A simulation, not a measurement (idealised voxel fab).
Presented below is a process module, voxel self aligned vias.
Shown is cross-section cut, with a width of 265 nm and square cells of size 5 nm.
A cross-section is a grid of square cells, given in bands from the top down. A band is one or more rows of cells. Within each band entry, the heights of the top and of the bottom of the band appear first, in that order and in nm; the materials of the band then follow from left to right, each with its corresponding width in nm. The designation "full width" on a single material indicates that it fills the band from edge to edge; the designation "air" indicates empty space. The reference from which all heights are counted is 0, the level beneath which the as-received wafer is entirely one material; the lowest band, having no lower bound, proceeds downward and is written after the example "top 0, no bottom". With a width like "30->40", each row of cells in the band differs from the next by the same amount, the top row carrying the first number and the bottom row the second. Any step labelled "no change occurred" changed none of the cells in the cross-section. Basically, "Voids, sealed" tells you about the enclosed voids: empty spaces with no open way to the top, 8 cells or bigger, each written width x height at distance, where distance is from the left edge, all in nm. On a step's line, text after the settings is the simulator commenting on that step. The setting "overlay nm" may be written on the line of a step. When the step uses a mask, the value reports how far to the right of the planned place the mask lay, and a negative value reports that it lay to the left.

### The process steps that were planned are listed below
| 1 | op RECEIVE | material Si |
| 2 | op CONFORMAL_DEP | material SiO2 | thk nm 15 |
| 3 | op CONFORMAL_DEP | material SiCN | thk nm 5 |
| 4 | op DIRECTIONAL_DEP | material SiO2 | thk nm 25 |
| 5 | op PATTERN | tone open | mask id LINES | material resist | width nm 30 | pitch nm 70 | thk nm 20 | overlay nm 0 |
| 6 | op DIRECTIONAL_ETCH | etch materials SiO2 | depth nm 25 |
| 7 | op STRIP | etch materials resist |
| 8 | op CONFORMAL_DEP | material TiN | thk nm 5 |
| 9 | op FILL_DEP | material Ru | thk nm 5 |
| 10 | op CMP | height nm 45 |
| 11 | op SELECTIVE_ETCH | etch materials W Ru TiN | depth nm 10 |
| 12 | op FILL_DEP | material SiN | thk nm 10 |
| 13 | op CMP | height nm 45 |
| 14 | op DIRECTIONAL_DEP | material SiO2 | thk nm 15 |
| 15 | op DIRECTIONAL_DEP | material aC | thk nm 15 |
| 16 | op PATTERN | tone open | mask id VIAS | material resist | width nm 40 | pitch nm 70 | thk nm 35 | overlay nm 0 |
| 17 | op DIRECTIONAL_ETCH | etch materials aC | depth nm 15 |
| 18 | op STRIP | etch materials resist |
| 19 | op DIRECTIONAL_ETCH | etch materials SiO2 | depth nm 15 |
| 20 | op DIRECTIONAL_ETCH | etch materials SiN | depth nm 10 |
| 21 | op STRIP | etch materials aC |
| 22 | op CONFORMAL_DEP | material TiN | thk nm 5 |
| 23 | op FILL_DEP | material W | thk nm 10 |
| 24 | op CMP | height nm 60 |
| 25 | op CONFORMAL_DEP | material SiCN | thk nm 5 |

### On the first of the two wafers: run conducted according to plan

### Wafer at receipt (post step 1), cross-section
top 0, no bottom: Si full width
Voids, sealed: none

### The following cross-section depicts the wafer upon completion of step 2
top 15, bottom 0: SiO2 full width
Below 0, the layers are the same as they were.

### The following cross-section depicts the wafer upon completion of step 3
top 20, bottom 15: SiCN full width
Below 15, the layers are the same as they were.

### The following cross-section depicts the wafer upon completion of step 4
top 45, bottom 20: SiO2 full width
Below 20, the layers are the same as they were.

### The following cross-section depicts the wafer upon completion of step 5
top 65, bottom 45: resist 45, then air 30, then resist 40, then air 30, then resist 40, then air 30, then resist 50
Below 45, the layers are the same as they were.

### The following cross-section depicts the wafer upon completion of step 6
top 65, bottom 45: resist 45, then air 30, then resist 40, then air 30, then resist 40, then air 30, then resist 50
top 45, bottom 20: SiO2 45, then air 30, then SiO2 40, then air 30, then SiO2 40, then air 30, then SiO2 50
Below 20, the layers are the same as they were.

### The following cross-section depicts the wafer upon completion of step 7
top 45, bottom 20: SiO2 45, then air 30, then SiO2 40, then air 30, then SiO2 40, then air 30, then SiO2 50
Below 20, the layers are the same as they were.

### The following cross-section depicts the wafer upon completion of step 8
top 50, bottom 45: TiN 50, then air 20, then TiN 50, then air 20, then TiN 50, then air 20, then TiN 55
top 45, bottom 25: SiO2 45, then TiN 5, then air 20, then TiN 5, then SiO2 40, then TiN 5, then air 20, then TiN 5, then SiO2 40, then TiN 5, then air 20, then TiN 5, then SiO2 50
top 25, bottom 20: SiO2 45, then TiN 30, then SiO2 40, then TiN 30, then SiO2 40, then TiN 30, then SiO2 50
Below 20, the layers are the same as they were.

### The following cross-section depicts the wafer upon completion of step 9
top 55, bottom 50: Ru full width
top 50, bottom 45: TiN 50, then Ru 20, then TiN 50, then Ru 20, then TiN 50, then Ru 20, then TiN 55
top 45, bottom 25: SiO2 45, then TiN 5, then Ru 20, then TiN 5, then SiO2 40, then TiN 5, then Ru 20, then TiN 5, then SiO2 40, then TiN 5, then Ru 20, then TiN 5, then SiO2 50
Below 25, the layers are the same as they were.

### The following cross-section depicts the wafer upon completion of step 10
top 45, bottom 25: SiO2 45, then TiN 5, then Ru 20, then TiN 5, then SiO2 40, then TiN 5, then Ru 20, then TiN 5, then SiO2 40, then TiN 5, then Ru 20, then TiN 5, then SiO2 50
Below 25, the layers are the same as they were.

### The following cross-section depicts the wafer upon completion of step 11
top 45, bottom 35: SiO2 45, then air 30, then SiO2 40, then air 30, then SiO2 40, then air 30, then SiO2 50
Below 35, the layers are the same as they were.

### The following cross-section depicts the wafer upon completion of step 12
top 55, bottom 45: SiN full width
top 45, bottom 35: SiO2 45, then SiN 30, then SiO2 40, then SiN 30, then SiO2 40, then SiN 30, then SiO2 50
Below 35, the layers are the same as they were.

### The following cross-section depicts the wafer upon completion of step 13
top 45, bottom 35: SiO2 45, then SiN 30, then SiO2 40, then SiN 30, then SiO2 40, then SiN 30, then SiO2 50
Below 35, the layers are the same as they were.

### The following cross-section depicts the wafer upon completion of step 14
top 60, bottom 45: SiO2 full width
Below 45, the layers are the same as they were.

### The following cross-section depicts the wafer upon completion of step 15
top 75, bottom 60: aC full width
Below 60, the layers are the same as they were.

### The following cross-section depicts the wafer upon completion of step 16
top 110, bottom 75: resist 40, then air 40, then resist 30, then air 40, then resist 30, then air 40, then resist 45
Below 75, the layers are the same as they were.

### The following cross-section depicts the wafer upon completion of step 17
top 95, bottom 75: resist 40, then air 40, then resist 30, then air 40, then resist 30, then air 40, then resist 45
top 75, bottom 60: aC 40, then air 40, then aC 30, then air 40, then aC 30, then air 40, then aC 45
Below 60, the layers are the same as they were.

### The following cross-section depicts the wafer upon completion of step 18
top 75, bottom 60: aC 40, then air 40, then aC 30, then air 40, then aC 30, then air 40, then aC 45
Below 60, the layers are the same as they were.

### The following cross-section depicts the wafer upon completion of step 19
top 75, bottom 60: aC 40, then air 40, then aC 30, then air 40, then aC 30, then air 40, then aC 45
top 60, bottom 45: SiO2 40, then air 40, then SiO2 30, then air 40, then SiO2 30, then air 40, then SiO2 45
Below 45, the layers are the same as they were.

### The following cross-section depicts the wafer upon completion of step 20
top 75, bottom 60: aC 40, then air 40, then aC 30, then air 40, then aC 30, then air 40, then aC 45
top 60, bottom 45: SiO2 40, then air 40, then SiO2 30, then air 40, then SiO2 30, then air 40, then SiO2 45
top 45, bottom 35: SiO2 45, then air 30, then SiO2 40, then air 30, then SiO2 40, then air 30, then SiO2 50
Below 35, the layers are the same as they were.

### The following cross-section depicts the wafer upon completion of step 21
top 60, bottom 45: SiO2 40, then air 40, then SiO2 30, then air 40, then SiO2 30, then air 40, then SiO2 45
Below 45, the layers are the same as they were.

### The following cross-section depicts the wafer upon completion of step 22
top 65, bottom 60: TiN 45, then air 30, then TiN 40, then air 30, then TiN 40, then air 30, then TiN 50
top 60, bottom 50: SiO2 40, then TiN 5, then air 30, then TiN 5, then SiO2 30, then TiN 5, then air 30, then TiN 5, then SiO2 30, then TiN 5, then air 30, then TiN 5, then SiO2 45
top 50, bottom 40: SiO2 40->45, then TiN 10->5, then air 20, then TiN 10->5, then SiO2 30->40, then TiN 10->5, then air 20, then TiN 10->5, then SiO2 30->40, then TiN 10->5, then air 20, then TiN 10->5, then SiO2 45->50
top 40, bottom 35: SiO2 45, then TiN 30, then SiO2 40, then TiN 30, then SiO2 40, then TiN 30, then SiO2 50
Below 35, the layers are the same as they were.

### The following cross-section depicts the wafer upon completion of step 23
top 75, bottom 65: W full width
top 65, bottom 60: TiN 45, then W 30, then TiN 40, then W 30, then TiN 40, then W 30, then TiN 50
top 60, bottom 50: SiO2 40, then TiN 5, then W 30, then TiN 5, then SiO2 30, then TiN 5, then W 30, then TiN 5, then SiO2 30, then TiN 5, then W 30, then TiN 5, then SiO2 45
top 50, bottom 40: SiO2 40->45, then TiN 10->5, then W 20, then TiN 10->5, then SiO2 30->40, then TiN 10->5, then W 20, then TiN 10->5, then SiO2 30->40, then TiN 10->5, then W 20, then TiN 10->5, then SiO2 45->50
Below 40, the layers are the same as they were.

### The following cross-section depicts the wafer upon completion of step 24
top 60, bottom 50: SiO2 40, then TiN 5, then W 30, then TiN 5, then SiO2 30, then TiN 5, then W 30, then TiN 5, then SiO2 30, then TiN 5, then W 30, then TiN 5, then SiO2 45
Below 50, the layers are the same as they were.

### The following cross-section depicts the wafer upon completion of step 25
top 65, bottom 60: SiCN full width
Below 60, the layers are the same as they were.

### Second wafer. Start and plan as for the first. One mistake made in running. Agrees with the first up to and including step 18

### when step 19 should have ended
top 75, bottom 60: aC 40, then air 40, then aC 30, then air 40, then aC 30, then air 40, then aC 45
top 60, bottom 45: SiO2 40, then air 40, then SiO2 30, then air 40, then SiO2 30, then air 40, then SiO2 45
top 45, bottom 35: SiO2 40, then air 5, then SiN 30, then air 5, then SiO2 30, then air 5, then SiN 30, then air 5, then SiO2 30, then air 5, then SiN 30, then air 5, then SiO2 45
top 35, bottom 30: SiO2 40, then air 5, then TiN 5, then Ru 20, then TiN 5, then air 5, then SiO2 30, then air 5, then TiN 5, then Ru 20, then TiN 5, then air 5, then SiO2 30, then air 5, then TiN 5, then Ru 20, then TiN 5, then air 5, then SiO2 45
Below 30, the layers are the same as they were.

### when step 20 should have ended
top 75, bottom 60: aC 40, then air 40, then aC 30, then air 40, then aC 30, then air 40, then aC 45
top 60, bottom 35: SiO2 40, then air 40, then SiO2 30, then air 40, then SiO2 30, then air 40, then SiO2 45
Below 35, the layers are the same as they were.

### when step 21 should have ended
top 60, bottom 35: SiO2 40, then air 40, then SiO2 30, then air 40, then SiO2 30, then air 40, then SiO2 45
Below 35, the layers are the same as they were.

### when step 22 should have ended
top 65, bottom 60: TiN 45, then air 30, then TiN 40, then air 30, then TiN 40, then air 30, then TiN 50
top 60, bottom 40: SiO2 40, then TiN 5, then air 30, then TiN 5, then SiO2 30, then TiN 5, then air 30, then TiN 5, then SiO2 30, then TiN 5, then air 30, then TiN 5, then SiO2 45
top 40, bottom 35: SiO2 40, then TiN 40, then SiO2 30, then TiN 40, then SiO2 30, then TiN 40, then SiO2 45
top 35, bottom 25: SiO2 40->45, then TiN 10->5, then Ru 20, then TiN 10->5, then SiO2 30->40, then TiN 10->5, then Ru 20, then TiN 10->5, then SiO2 30->40, then TiN 10->5, then Ru 20, then TiN 10->5, then SiO2 45->50
Below 25, the layers are the same as they were.

### when step 23 should have ended
top 75, bottom 65: W full width
top 65, bottom 60: TiN 45, then W 30, then TiN 40, then W 30, then TiN 40, then W 30, then TiN 50
top 60, bottom 40: SiO2 40, then TiN 5, then W 30, then TiN 5, then SiO2 30, then TiN 5, then W 30, then TiN 5, then SiO2 30, then TiN 5, then W 30, then TiN 5, then SiO2 45
Below 40, the layers are the same as they were.

### when step 24 should have ended
top 60, bottom 40: SiO2 40, then TiN 5, then W 30, then TiN 5, then SiO2 30, then TiN 5, then W 30, then TiN 5, then SiO2 30, then TiN 5, then W 30, then TiN 5, then SiO2 45
Below 40, the layers are the same as they were.

### when step 25 should have ended
top 65, bottom 60: SiCN full width
Below 60, the layers are the same as they were.
So what did we get wrong on this run? twice over, step 19 of the plan was run
Once processing is complete, comparing cell counts shows that the second wafer has more or fewer of certain materials than the first: SiO2 -18, TiN +6, W +12
